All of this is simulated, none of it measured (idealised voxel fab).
Presented below is a process module, voxel self aligned contacts.
The cross-section shown here is cut; it is 290 nm wide and divided into square cells measuring 5 nm on a side.
Throughout this document, each cross-section is represented as a grid of square cells and is presented as a sequence of bands enumerated from the top downward, where a band comprises one or more rows of cells.
Heights first: top, then bottom, in nm. Then materials, left to right, each with a width in nm. "all across" on a single material: fills the band edge to edge. "empty": empty space.
Heights from 0 (as-received wafer is one material below). Bottom band endless downward, as "0 down".
It should be noted that a width expressed as "30 to 40" varies in equal increments from row to row of cells within the band, taking the value of the first number at the top row and that of the second number at the bottom row.
Where the words "no change" appear for a step, the cross-section shows no cell changed by that step; every cell remained as before.
"Voids, enclosed": sealed empty spaces, 8 cells or more, no open way to top, listed width x height at distance, with distance from the left edge and width, height and distance in nm.
If you see something after the settings on a step's line, that's the simulator's own remark about that step.
Regarding "overlay nm": on a step with a mask, it is the distance the mask lay to the right of its planned place; a negative value places it to the left.
-- Below is the list of planned process steps
1. op RECEIVE | material Si
2. op OXIDIZE | depth nm 5
3. op DIRECTIONAL_DEP | material polySi | thk nm 20
4. op DIRECTIONAL_DEP | material SiN | thk nm 20
5. op DIRECTIONAL_DEP | material aC | thk nm 15
6. op PATTERN | tone cover | mask id GATE | material resist | width nm 30 | pitch nm 70 | thk nm 30 | overlay nm 0
7. op DIRECTIONAL_ETCH | etch materials aC | depth nm 15
8. op STRIP | etch materials resist
9. op DIRECTIONAL_ETCH | etch materials SiN | depth nm 20
10. op DIRECTIONAL_ETCH | etch materials polySi | depth nm 20
11. op STRIP | etch materials aC
12. op CONFORMAL_DEP | material SiN | thk nm 10
13. op DIRECTIONAL_ETCH | etch materials SiN | depth nm 10
14. op FILL_DEP | material SiO2 | thk nm 20
15. op CMP | height nm 50
16. op DIRECTIONAL_DEP | material aC | thk nm 15
17. op PATTERN | tone open | mask id CONTACT | material resist | width nm 50 | thk nm 30 | overlay nm 0
18. op DIRECTIONAL_ETCH | etch materials aC | depth nm 15
19. op STRIP | etch materials resist
20. op DIRECTIONAL_ETCH | etch materials SiO2 | depth nm 55
21. op STRIP | etch materials aC
22. op CONFORMAL_DEP | material TiN | thk nm 5
23. op FILL_DEP | material Ru | thk nm 10
24. op CMP | height nm 50
25. op CONFORMAL_DEP | material SiN | thk nm 5
-- The first of the two wafers, which ran as planned
-- Wafer as received: cross-section following step 1
0 down | Si all across
Voids, enclosed: none
-- Wafer section view after processing step 2
0 to -5 | SiO2 all across
Whatever lies below -5 is exactly as it was before.
-- Wafer section view after processing step 3
20 to 0 | polySi all across
Whatever lies below 0 is exactly as it was before.
-- Wafer section view after processing step 4
40 to 20 | SiN all across
Whatever lies below 20 is exactly as it was before.
-- Wafer section view after processing step 5
55 to 40 | aC all across
Whatever lies below 40 is exactly as it was before.
-- Wafer section view after processing step 6
85 to 55 | empty (95); resist (30); empty (40); resist (30); empty (95)
Whatever lies below 55 is exactly as it was before.
-- Wafer section view after processing step 7
70 to 55 | empty (95); resist (30); empty (40); resist (30); empty (95)
55 to 40 | empty (95); aC (30); empty (40); aC (30); empty (95)
Whatever lies below 40 is exactly as it was before.
-- Wafer section view after processing step 8
55 to 40 | empty (95); aC (30); empty (40); aC (30); empty (95)
Whatever lies below 40 is exactly as it was before.
-- Wafer section view after processing step 9
55 to 40 | empty (95); aC (30); empty (40); aC (30); empty (95)
40 to 20 | empty (95); SiN (30); empty (40); SiN (30); empty (95)
Whatever lies below 20 is exactly as it was before.
-- Wafer section view after processing step 10
55 to 40 | empty (95); aC (30); empty (40); aC (30); empty (95)
40 to 20 | empty (95); SiN (30); empty (40); SiN (30); empty (95)
20 to 0 | empty (95); polySi (30); empty (40); polySi (30); empty (95)
Whatever lies below 0 is exactly as it was before.
-- Wafer section view after processing step 11
40 to 20 | empty (95); SiN (30); empty (40); SiN (30); empty (95)
Whatever lies below 20 is exactly as it was before.
-- Wafer section view after processing step 12
50 to 20 | empty (85); SiN (50); empty (20); SiN (50); empty (85)
20 to 10 | empty (85); SiN (10); polySi (30); SiN (10); empty (20); SiN (10); polySi (30); SiN (10); empty (85)
10 to 0 | SiN (95); polySi (30); SiN (40); polySi (30); SiN (95)
Whatever lies below 0 is exactly as it was before.
-- Wafer section view after processing step 13
40 to 20 | empty (85); SiN (50); empty (20); SiN (50); empty (85)
20 to 0 | empty (85); SiN (10); polySi (30); SiN (10); empty (20); SiN (10); polySi (30); SiN (10); empty (85)
Whatever lies below 0 is exactly as it was before.
-- Wafer section view after processing step 14
60 to 40 | SiO2 all across
40 to 20 | SiO2 (85); SiN (50); SiO2 (20); SiN (50); SiO2 (85)
20 to 0 | SiO2 (85); SiN (10); polySi (30); SiN (10); SiO2 (20); SiN (10); polySi (30); SiN (10); SiO2 (85)
Whatever lies below 0 is exactly as it was before.
-- Wafer section view after processing step 15
50 to 40 | SiO2 all across
Whatever lies below 40 is exactly as it was before.
-- Wafer section view after processing step 16
65 to 50 | aC all across
Whatever lies below 50 is exactly as it was before.
-- Wafer section view after processing step 17
95 to 65 | resist (120); empty (50); resist (120)
Whatever lies below 65 is exactly as it was before.
-- Wafer section view after processing step 18
80 to 65 | resist (120); empty (50); resist (120)
65 to 50 | aC (120); empty (50); aC (120)
Whatever lies below 50 is exactly as it was before.
-- Wafer section view after processing step 19
65 to 50 | aC (120); empty (50); aC (120)
Whatever lies below 50 is exactly as it was before.
-- Wafer section view after processing step 20
65 to 50 | aC (120); empty (50); aC (120)
50 to 40 | SiO2 (120); empty (50); SiO2 (120)
40 to 20 | SiO2 (85); SiN (50); empty (20); SiN (50); SiO2 (85)
20 to 0 | SiO2 (85); SiN (10); polySi (30); SiN (10); empty (20); SiN (10); polySi (30); SiN (10); SiO2 (85)
0 to -5 | SiO2 (135); empty (20); SiO2 (135)
Whatever lies below -5 is exactly as it was before.
-- Wafer section view after processing step 21
50 to 40 | SiO2 (120); empty (50); SiO2 (120)
Whatever lies below 40 is exactly as it was before.
-- Wafer section view after processing step 22
55 to 50 | TiN (125); empty (40); TiN (125)
50 to 40 | SiO2 (120); TiN (5 to 20); empty (40 to 10); TiN (5 to 20); SiO2 (120)
40 to 20 | SiO2 (85); SiN (50); TiN (5); empty (10); TiN (5); SiN (50); SiO2 (85)
20 to 0 | SiO2 (85); SiN (10); polySi (30); SiN (10); TiN (5); empty (10); TiN (5); SiN (10); polySi (30); SiN (10); SiO2 (85)
0 to -5 | SiO2 (135); TiN (20); SiO2 (135)
Whatever lies below -5 is exactly as it was before.
-- Wafer section view after processing step 23
65 to 55 | Ru all across
55 to 50 | TiN (125); Ru (40); TiN (125)
50 to 40 | SiO2 (120); TiN (5 to 20); Ru (40 to 10); TiN (5 to 20); SiO2 (120)
40 to 20 | SiO2 (85); SiN (50); TiN (5); Ru (10); TiN (5); SiN (50); SiO2 (85)
20 to 0 | SiO2 (85); SiN (10); polySi (30); SiN (10); TiN (5); Ru (10); TiN (5); SiN (10); polySi (30); SiN (10); SiO2 (85)
Whatever lies below 0 is exactly as it was before.
-- Wafer section view after processing step 24
50 to 40 | SiO2 (120); TiN (5 to 20); Ru (40 to 10); TiN (5 to 20); SiO2 (120)
Whatever lies below 40 is exactly as it was before.
-- Wafer section view after processing step 25
55 to 50 | SiN all across
Whatever lies below 50 is exactly as it was before.
-- second wafer: like start, like plan, one mistake. Through step 23 it matches the first wafer
-- Cross-section of the second wafer at the time step 24 of the plan should have ended
55 to 50 | TiN (125); Ru (40); TiN (125)
Whatever lies below 50 is exactly as it was before.
-- Cross-section of the second wafer at the time step 25 of the plan should have ended
60 to 55 | SiN all across
Whatever lies below 55 is exactly as it was before.
What was the processing mistake? for step 24, the planned setting was not used; the step was instead run as op CMP | height nm 55
Final comparison by cell count, materials where the second wafer has more or fewer than the first: 8 more of Ru; 50 more of TiN
